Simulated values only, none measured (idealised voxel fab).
process module | voxel self aligned contacts
cross-section cut | 290 nm wide | cells 5 nm
A cross-section is a grid of square cells, given in bands from the top down. A band is one or more rows of cells.
Each band's line starts with the height of the band's top and of its bottom, in nm. Then come its materials from left to right, each with its width in nm. One material with "throughout" fills the band from edge to edge. "air" is empty space.
Height 0 is the level under which the wafer as received is all one material. The lowest band goes on downwards, as in "0 down".
A width such as "30 to 40" changes by the same amount from each row of cells to the next, from the band's top row to its bottom row.
"no change" after a step means that no cell of the cross-section changed.
closed voids: empty space of 8 cells or more with no open way to the top, each as width x height at its distance from the left edge, in nm
after a step's settings: what the simulator itself notes on the step
overlay nm, on a step with a mask: how far to the right of its planned place the mask lay; to the left if negative
plan
1 op RECEIVE | material Si
2 op OXIDIZE | depth nm 5
3 op DIRECTIONAL_DEP | material polySi | thk nm 25
4 op DIRECTIONAL_DEP | material SiN | thk nm 20
5 op DIRECTIONAL_DEP | material aC | thk nm 15
6 op PATTERN | tone cover | mask id GATE | material resist | width nm 25 | pitch nm 70 | thk nm 30 | overlay nm 0
7 op DIRECTIONAL_ETCH | etch materials aC | depth nm 15
8 op STRIP | etch materials resist
9 op DIRECTIONAL_ETCH | etch materials SiN | depth nm 20
10 op DIRECTIONAL_ETCH | etch materials polySi | depth nm 25
11 op STRIP | etch materials aC
12 op CONFORMAL_DEP | material SiN | thk nm 10
13 op DIRECTIONAL_ETCH | etch materials SiN | depth nm 10
14 op FILL_DEP | material SiO2 | thk nm 20
15 op CMP | height nm 55
16 op MASKED_ETCH | tone open | mask id CONTACT | width nm 55 | etch materials SiO2 | depth nm 60 | overlay nm 0
17 op CONFORMAL_DEP | material TiN | thk nm 5
18 op FILL_DEP | material W | thk nm 10
19 op CMP | height nm 55
20 op CONFORMAL_DEP | material SiN | thk nm 5
as received, after step 1
  0 down: Si throughout
  closed voids: none
a wafer at the end: this start, this plan, one mistake
  60 to 55: SiN throughout
  55 to 45: SiO2 115 | TiN 5 to 20 | W 45 to 15 | TiN 5 to 20 | SiO2 120
  45 to 25: SiO2 85 | SiN 45 | TiN 5 | W 15 | TiN 5 | SiN 45 | SiO2 90
  25 to 15: SiO2 85 | SiN 10 | polySi 25 | SiN 10 | TiN 5 | W 15 | TiN 5 | SiN 10 | polySi 25 | SiN 10 | SiO2 90
  15 to 10: SiO2 85 | SiN 10 | polySi 25 | SiN 10 | TiN 25 | SiN 10 | polySi 25 | SiN 10 | SiO2 90
  10 to 0: SiN 95 | polySi 25 | SiN 45 | polySi 25 | SiN 100
  0 to -5: SiO2 throughout
  -5 down: Si throughout
  closed voids: none
what went wrong: steps 12 and 13 were swapped
